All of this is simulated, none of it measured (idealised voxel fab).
Herein follows the process module entitled voxel spacer lines.
180 nm wide, 5 nm square cells: that's cross-section cut.
Cross-section = grid of square cells, listed top down in bands; band = one or more rows.
Band: top height; bottom height; in nm. Then, left to right: material with width in nm, for each material. "edge to edge": a single material spanning edge to edge. "blank": empty space.
Below 0: as-received wafer, all one material; heights counted from there. Lowest band: no bottom, goes on down, written "0..down".
The width entry "30..40" should be interpreted row by row: the top row of cells in the band takes the first number, the bottom row takes the second number, and the change between adjacent rows is uniform throughout.
Basically "remains unaltered" means that step didn't change any cell in the cross-section.
Closed empty spaces (no open way to the top) of 8 cells or more are what "Enclosed void entries" lists, each as width x height at distance from the left edge, nm for all three.
Whatever follows a step's settings on its line is a remark the simulator itself makes about that step.
overlay nm: how far to the right of its planned place the mask lay on this masked step (negative: to the left).

[The planned process steps are enumerated hereunder]
1: RECEIVE: material Si
2: CONFORMAL_DEP: material Al2O3, thk nm 5
3: DIRECTIONAL_DEP: material polySi, thk nm 15
4: DIRECTIONAL_DEP: material aC, thk nm 20
5: PATTERN: tone cover, mask id MANDREL, material resist, width nm 20, pitch nm 60, thk nm 25, overlay nm 0
6: DIRECTIONAL_ETCH: etch materials aC, depth nm 20
7: STRIP: etch materials resist
8: CONFORMAL_DEP: material SiO2, thk nm 10
9: DIRECTIONAL_ETCH: etch materials SiO2, depth nm 10
10: STRIP: etch materials aC
11: DIRECTIONAL_ETCH: etch materials polySi, depth nm 15
12: STRIP: etch materials SiO2

[Concerning the first of two wafers, which was run in accordance with the plan]

[Cross-section of the wafer as it came to us, i.e., already through step 1]
- 0..down | Si edge to edge
- Enclosed void entries: none

[Cross-section: wafer state after step 2]
- 5..0 | Al2O3 edge to edge
- Below 0 it's all the same as before, nothing changed down there.

[Cross-section: wafer state after step 3]
- 20..5 | polySi edge to edge
- Below 5 it's all the same as before, nothing changed down there.

[Cross-section: wafer state after step 4]
- 40..20 | aC edge to edge
- Below 20 it's all the same as before, nothing changed down there.

[Cross-section: wafer state after step 5]
- 65..40 | 50 of blank, 20 of resist, 40 of blank, 20 of resist, 50 of blank
- Below 40 it's all the same as before, nothing changed down there.

[Cross-section: wafer state after step 6]
- 45..40 | 50 of blank, 20 of resist, 40 of blank, 20 of resist, 50 of blank
- 40..20 | 50 of blank, 20 of aC, 40 of blank, 20 of aC, 50 of blank
- Below 20 it's all the same as before, nothing changed down there.

[Cross-section: wafer state after step 7]
- 40..20 | 50 of blank, 20 of aC, 40 of blank, 20 of aC, 50 of blank
- Below 20 it's all the same as before, nothing changed down there.

[Cross-section: wafer state after step 8]
- 50..40 | 40 of blank, 40 of SiO2, 20 of blank, 40 of SiO2, 40 of blank
- 40..30 | 40 of blank, 10 of SiO2, 20 of aC, 10 of SiO2, 20 of blank, 10 of SiO2, 20 of aC, 10 of SiO2, 40 of blank
- 30..20 | 50 of SiO2, 20 of aC, 40 of SiO2, 20 of aC, 50 of SiO2
- Below 20 it's all the same as before, nothing changed down there.

[Cross-section: wafer state after step 9]
- 40..20 | 40 of blank, 10 of SiO2, 20 of aC, 10 of SiO2, 20 of blank, 10 of SiO2, 20 of aC, 10 of SiO2, 40 of blank
- Below 20 it's all the same as before, nothing changed down there.

[Cross-section: wafer state after step 10]
- 40..20 | 40 of blank, 10 of SiO2, 20 of blank, 10 of SiO2, 20 of blank, 10 of SiO2, 20 of blank, 10 of SiO2, 40 of blank
- Below 20 it's all the same as before, nothing changed down there.

[Cross-section: wafer state after step 11]
- 40..20 | 40 of blank, 10 of SiO2, 20 of blank, 10 of SiO2, 20 of blank, 10 of SiO2, 20 of blank, 10 of SiO2, 40 of blank
- 20..5 | 40 of blank, 10 of polySi, 20 of blank, 10 of polySi, 20 of blank, 10 of polySi, 20 of blank, 10 of polySi, 40 of blank
- Below 5 it's all the same as before, nothing changed down there.

[Cross-section: wafer state after step 12]
- 20..5 | 40 of blank, 10 of polySi, 20 of blank, 10 of polySi, 20 of blank, 10 of polySi, 20 of blank, 10 of polySi, 40 of blank
- Below 5 it's all the same as before, nothing changed down there.

[Second Wafer (Identical Start and Plan, One Processing Error; Matches First Wafer Through Step 4)]

[Second wafer, section view, time point: scheduled end of step 5]
- 65..40 | 40 of blank, 20 of resist, 40 of blank, 20 of resist, 60 of blank
- Below 40 it's all the same as before, nothing changed down there.

[Second wafer, section view, time point: scheduled end of step 6]
- 45..40 | 40 of blank, 20 of resist, 40 of blank, 20 of resist, 60 of blank
- 40..20 | 40 of blank, 20 of aC, 40 of blank, 20 of aC, 60 of blank
- Below 20 it's all the same as before, nothing changed down there.

[Second wafer, section view, time point: scheduled end of step 7]
- 40..20 | 40 of blank, 20 of aC, 40 of blank, 20 of aC, 60 of blank
- Below 20 it's all the same as before, nothing changed down there.

[Second wafer, section view, time point: scheduled end of step 8]
- 50..40 | 30 of blank, 40 of SiO2, 20 of blank, 40 of SiO2, 50 of blank
- 40..30 | 30 of blank, 10 of SiO2, 20 of aC, 10 of SiO2, 20 of blank, 10 of SiO2, 20 of aC, 10 of SiO2, 50 of blank
- 30..20 | 40 of SiO2, 20 of aC, 40 of SiO2, 20 of aC, 60 of SiO2
- Below 20 it's all the same as before, nothing changed down there.

[Second wafer, section view, time point: scheduled end of step 9]
- 40..20 | 30 of blank, 10 of SiO2, 20 of aC, 10 of SiO2, 20 of blank, 10 of SiO2, 20 of aC, 10 of SiO2, 50 of blank
- Below 20 it's all the same as before, nothing changed down there.

[Second wafer, section view, time point: scheduled end of step 10]
- 40..20 | 30 of blank, 10 of SiO2, 20 of blank, 10 of SiO2, 20 of blank, 10 of SiO2, 20 of blank, 10 of SiO2, 50 of blank
- Below 20 it's all the same as before, nothing changed down there.

[Second wafer, section view, time point: scheduled end of step 11]
- 40..20 | 30 of blank, 10 of SiO2, 20 of blank, 10 of SiO2, 20 of blank, 10 of SiO2, 20 of blank, 10 of SiO2, 50 of blank
- 20..5 | 30 of blank, 10 of polySi, 20 of blank, 10 of polySi, 20 of blank, 10 of polySi, 20 of blank, 10 of polySi, 50 of blank
- Below 5 it's all the same as before, nothing changed down there.

[Second wafer, section view, time point: scheduled end of step 12]
- 20..5 | 30 of blank, 10 of polySi, 20 of blank, 10 of polySi, 20 of blank, 10 of polySi, 20 of blank, 10 of polySi, 50 of blank
- Below 5 it's all the same as before, nothing changed down there.
Here's what went sideways: not per plan at step 5, really ran PATTERN: tone cover, mask id MANDREL, material resist, width nm 20, pitch nm 60, thk nm 25, overlay nm -10
at the end the second wafer has, in cells: as many of each material as the first, in other places
